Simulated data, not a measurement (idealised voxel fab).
Process module, titled voxel air gaps
It is cross-section cut that appears here, measuring 255 nm in width, its square cells being 5 nm in size.
A cross-section is a grid of square cells, given in bands from the top down. A band is one or more rows of cells.
Band: top height; bottom height; in nm. Then, left to right: material with width in nm, for each material. "throughout": a single material spanning edge to edge. "empty": empty space.
Height is counted from the level 0, under which the received wafer is composed throughout of one material. The lowest of the bands is not closed at the bottom but continues downward, in the notation "0 -> down".
Width spec "30..40" -> top row of cells at first value, bottom row at second value, equal per-row change in between.
"no modifications" means the step left every cell of the cross-section as it was.
"Non-vented voids" specifies each empty space that is not open to the top and that occupies no fewer than 8 cells, using the form width x height at distance, the distance measured from the left edge and all three quantities in nm.
On a step's line, text after the settings is the simulator commenting on that step.
overlay nm: mask right of planned place by this much (step with mask). Neg. = left.
Listed below are the process steps as planned
| 1 | RECEIVE [material Si] |
| 2 | CONFORMAL_DEP [material SiO2] [thk nm 15] |
| 3 | CONFORMAL_DEP [material SiN] [thk nm 5] |
| 4 | DIRECTIONAL_DEP [material lowk] [thk nm 35] |
| 5 | DIRECTIONAL_DEP [material aC] [thk nm 10] |
| 6 | PATTERN [tone open] [mask id LINES] [material resist] [width nm 25] [pitch nm 55] [thk nm 25] [overlay nm 0] |
| 7 | DIRECTIONAL_ETCH [etch materials aC] [depth nm 10] |
| 8 | STRIP [etch materials resist] |
| 9 | DIRECTIONAL_ETCH [etch materials lowk] [depth nm 35] |
| 10 | STRIP [etch materials aC] |
| 11 | CONFORMAL_DEP [material TiN] [thk nm 5] |
| 12 | FILL_DEP [material W] [thk nm 5] |
| 13 | CMP [height nm 55] |
| 14 | EPI [material Ru] [thk nm 10] |
| 15 | SELECTIVE_ETCH [etch materials lowk] [depth nm 45] |
| 16 | CONFORMAL_DEP [material SiN] [thk nm 5] |
First wafer, as planned
Here's what the wafer looked like in cross-section when it arrived - that's after step 1
* 0 -> down | Si throughout
* Non-vented voids: none
Cross-section through the wafer, step 2 finished
* 15 -> 0 | SiO2 throughout
* No changes below 0.
Cross-section through the wafer, step 3 finished
* 20 -> 15 | SiN throughout
* No changes below 15.
Cross-section through the wafer, step 4 finished
* 55 -> 20 | lowk throughout
* No changes below 20.
Cross-section through the wafer, step 5 finished
* 65 -> 55 | aC throughout
* No changes below 55.
Cross-section through the wafer, step 6 finished
* 90 -> 65 | 60 of resist, 25 of empty, 30 of resist, 25 of empty, 30 of resist, 25 of empty, 60 of resist
* No changes below 65.
Cross-section through the wafer, step 7 finished
* 80 -> 65 | 60 of resist, 25 of empty, 30 of resist, 25 of empty, 30 of resist, 25 of empty, 60 of resist
* 65 -> 55 | 60 of aC, 25 of empty, 30 of aC, 25 of empty, 30 of aC, 25 of empty, 60 of aC
* No changes below 55.
Cross-section through the wafer, step 8 finished
* 65 -> 55 | 60 of aC, 25 of empty, 30 of aC, 25 of empty, 30 of aC, 25 of empty, 60 of aC
* No changes below 55.
Cross-section through the wafer, step 9 finished
* 65 -> 55 | 60 of aC, 25 of empty, 30 of aC, 25 of empty, 30 of aC, 25 of empty, 60 of aC
* 55 -> 20 | 60 of lowk, 25 of empty, 30 of lowk, 25 of empty, 30 of lowk, 25 of empty, 60 of lowk
* No changes below 20.
Cross-section through the wafer, step 10 finished
* 55 -> 20 | 60 of lowk, 25 of empty, 30 of lowk, 25 of empty, 30 of lowk, 25 of empty, 60 of lowk
* No changes below 20.
Cross-section through the wafer, step 11 finished
* 60 -> 55 | 65 of TiN, 15 of empty, 40 of TiN, 15 of empty, 40 of TiN, 15 of empty, 65 of TiN
* 55 -> 25 | 60 of lowk, 5 of TiN, 15 of empty, 5 of TiN, 30 of lowk, 5 of TiN, 15 of empty, 5 of TiN, 30 of lowk, 5 of TiN, 15 of empty, 5 of TiN, 60 of lowk
* 25 -> 20 | 60 of lowk, 25 of TiN, 30 of lowk, 25 of TiN, 30 of lowk, 25 of TiN, 60 of lowk
* No changes below 20.
Cross-section through the wafer, step 12 finished
* 65 -> 60 | W throughout
* 60 -> 55 | 65 of TiN, 15 of W, 40 of TiN, 15 of W, 40 of TiN, 15 of W, 65 of TiN
* 55 -> 25 | 60 of lowk, 5 of TiN, 15 of W, 5 of TiN, 30 of lowk, 5 of TiN, 15 of W, 5 of TiN, 30 of lowk, 5 of TiN, 15 of W, 5 of TiN, 60 of lowk
* No changes below 25.
Cross-section through the wafer, step 13 finished
* 55 -> 25 | 60 of lowk, 5 of TiN, 15 of W, 5 of TiN, 30 of lowk, 5 of TiN, 15 of W, 5 of TiN, 30 of lowk, 5 of TiN, 15 of W, 5 of TiN, 60 of lowk
* No changes below 25.
Cross-section through the wafer, step 14 finished
* 65 -> 55 | 50 of empty, 45 of Ru, 10 of empty, 45 of Ru, 10 of empty, 45 of Ru, 50 of empty
* No changes below 55.
Cross-section through the wafer, step 15 finished
* 65 -> 55 | 50 of empty, 45 of Ru, 10 of empty, 45 of Ru, 10 of empty, 45 of Ru, 50 of empty
* 55 -> 25 | 60 of empty, 5 of TiN, 15 of W, 5 of TiN, 30 of empty, 5 of TiN, 15 of W, 5 of TiN, 30 of empty, 5 of TiN, 15 of W, 5 of TiN, 60 of empty
* 25 -> 20 | 60 of empty, 25 of TiN, 30 of empty, 25 of TiN, 30 of empty, 25 of TiN, 60 of empty
* No changes below 20.
Cross-section through the wafer, step 16 finished
* 70 -> 65 | 45 of empty, 165 of SiN, 45 of empty
* 65 -> 55 | 45 of empty, 5 of SiN, 45 of Ru, 10 of SiN, 45 of Ru, 10 of SiN, 45 of Ru, 5 of SiN, 45 of empty
* 55 -> 50 | 45 of empty, 15 of SiN, 5 of TiN, 15 of W, 5 of TiN, 30 of SiN, 5 of TiN, 15 of W, 5 of TiN, 30 of SiN, 5 of TiN, 15 of W, 5 of TiN, 15 of SiN, 45 of empty
* 50 -> 25 | 55 of empty, 5 of SiN, 5 of TiN, 15 of W, 5 of TiN, 5 of SiN, 20 of empty, 5 of SiN, 5 of TiN, 15 of W, 5 of TiN, 5 of SiN, 20 of empty, 5 of SiN, 5 of TiN, 15 of W, 5 of TiN, 5 of SiN, 55 of empty
* 25 -> 20 | 60 of SiN, 25 of TiN, 30 of SiN, 25 of TiN, 30 of SiN, 25 of TiN, 60 of SiN
* No changes below 20.
* Non-vented voids: 20 x 25 at 90; 20 x 25 at 145
Second wafer. Start and plan as for the first. One mistake made in running. Agrees with the first up to and including step 2
Cross-section of the second wafer corresponding to the planned conclusion of step 3
* 50 -> 15 | lowk throughout
* No changes below 15.
Cross-section of the second wafer corresponding to the planned conclusion of step 4
* 55 -> 50 | SiN throughout
* No changes below 50.
Cross-section of the second wafer corresponding to the planned conclusion of step 5
* 65 -> 55 | aC throughout
* No changes below 55.
Cross-section of the second wafer corresponding to the planned conclusion of step 6
* 90 -> 65 | 60 of resist, 25 of empty, 30 of resist, 25 of empty, 30 of resist, 25 of empty, 60 of resist
* No changes below 65.
Cross-section of the second wafer corresponding to the planned conclusion of step 7
* 80 -> 65 | 60 of resist, 25 of empty, 30 of resist, 25 of empty, 30 of resist, 25 of empty, 60 of resist
* 65 -> 55 | 60 of aC, 25 of empty, 30 of aC, 25 of empty, 30 of aC, 25 of empty, 60 of aC
* No changes below 55.
Cross-section of the second wafer corresponding to the planned conclusion of step 8
* 65 -> 55 | 60 of aC, 25 of empty, 30 of aC, 25 of empty, 30 of aC, 25 of empty, 60 of aC
* No changes below 55.
Cross-section of the second wafer corresponding to the planned conclusion of step 9: no modifications
Cross-section of the second wafer corresponding to the planned conclusion of step 10
* 55 -> 50 | SiN throughout
* No changes below 50.
Cross-section of the second wafer corresponding to the planned conclusion of step 11
* 60 -> 55 | TiN throughout
* No changes below 55.
Cross-section of the second wafer corresponding to the planned conclusion of step 12
* 65 -> 60 | W throughout
* No changes below 60.
Cross-section of the second wafer corresponding to the planned conclusion of step 13
* 55 -> 50 | SiN throughout
* No changes below 50.
Cross-section of the second wafer corresponding to the planned conclusion of step 14: no modifications
Cross-section of the second wafer corresponding to the planned conclusion of step 15: no modifications
Cross-section of the second wafer corresponding to the planned conclusion of step 16
* 60 -> 50 | SiN throughout
* No changes below 50.
What was done differently from what was planned? step 3 ran in the slot meant for step 4, and vice versa
Looking at both finished wafers in cells, the second ends up ahead of or behind the first on some materials: 54 fewer of Ru | 78 fewer of SiN | 51 fewer of TiN | 54 fewer of W | 357 more of lowk
The second wafer ends with 0 closed voids, and the first wafer ends with 2.
